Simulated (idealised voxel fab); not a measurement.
process module | voxel lift off
The cross-section on display is named cut; it measures 285 nm wide, and its cells are 5 nm squares.
Square cells in a grid make up a cross-section in this document, and the grid is given as bands, listed from the top down, each one or more rows of cells. For a band, the entry starts with two heights in nm, that of the top and then that of the bottom, and carries on with the band's materials in order from left to right, each alongside its width in nm; the word "throughout" beside a single material means it fills the band edge to edge, and "air" means empty space. All heights in this document are referenced to 0, defined as the level beneath which the wafer, as received, consists entirely of one material. The lowest band is not bounded below; it extends indefinitely downward and is written in the form "z 0 and below". The expression "30->40" gives the width at the extremes of the band, the first number at its top row of cells and the second at its bottom row, with the width changing by equal amounts from each row to the next in between. Where the words "remains unaltered" appear for a step, the cross-section shows no cell changed by that step; every cell remained as before. Under "Closed-off voids" you'll find the enclosed gaps, the ones with no way out to the top, that are 8 cells or bigger; each reads width x height at distance, with distance counted from the left edge, everything in nm. after a step's settings: what the simulator itself notes on the step. overlay nm: mask right of planned place by this much (step with mask). Neg. = left.

# Set out below are the planned steps of the process
- 1: op RECEIVE | material Si
- 2: op CONFORMAL_DEP | material SiO2 | thk nm 15
- 3: op PATTERN | tone open | mask id LINES | material resist | width nm 15 | pitch nm 40 | thk nm 15 | overlay nm 0
- 4: op DIRECTIONAL_DEP | material Ru | thk nm 5
- 5: op STRIP | etch materials resist
- 6: op CONFORMAL_DEP | material SiCN | thk nm 10

# Wafer cross-section on receipt, i.e. after step 1
	z 0 and below: Si throughout
	Closed-off voids: none

# Sectioned view, first of two wafers, at the close of the module, processed as intended in the plan
	z 30 to 25: air: 65, SiCN: 35, air: 5, SiCN: 35, air: 5, SiCN: 35, air: 5, SiCN: 35, air: 65
	z 25 to 20: SiCN throughout
	z 20 to 15: SiCN: 75, Ru: 15, SiCN: 25, Ru: 15, SiCN: 25, Ru: 15, SiCN: 25, Ru: 15, SiCN: 75
	z 15 to 0: SiO2 throughout
	z 0 and below: Si throughout
	Closed-off voids: none

# Same start, same plan as the first wafer - but one mistake in the run. Cross-section of the second of the two at the end of the module
	z 30 to 25: air: 70, SiCN: 35, air: 5, SiCN: 35, air: 5, SiCN: 35, air: 5, SiCN: 35, air: 60
	z 25 to 20: SiCN throughout
	z 20 to 15: SiCN: 80, Ru: 15, SiCN: 25, Ru: 15, SiCN: 25, Ru: 15, SiCN: 25, Ru: 15, SiCN: 70
	z 15 to 0: SiO2 throughout
	z 0 and below: Si throughout
	Closed-off voids: none
Where did the run depart from the plan? step 3 went in with a setting other than planned; the actual run was op PATTERN | tone open | mask id LINES | material resist | width nm 15 | pitch nm 40 | thk nm 15 | overlay nm 5
Final state: per-material cell counts identical on both wafers; locations differ.
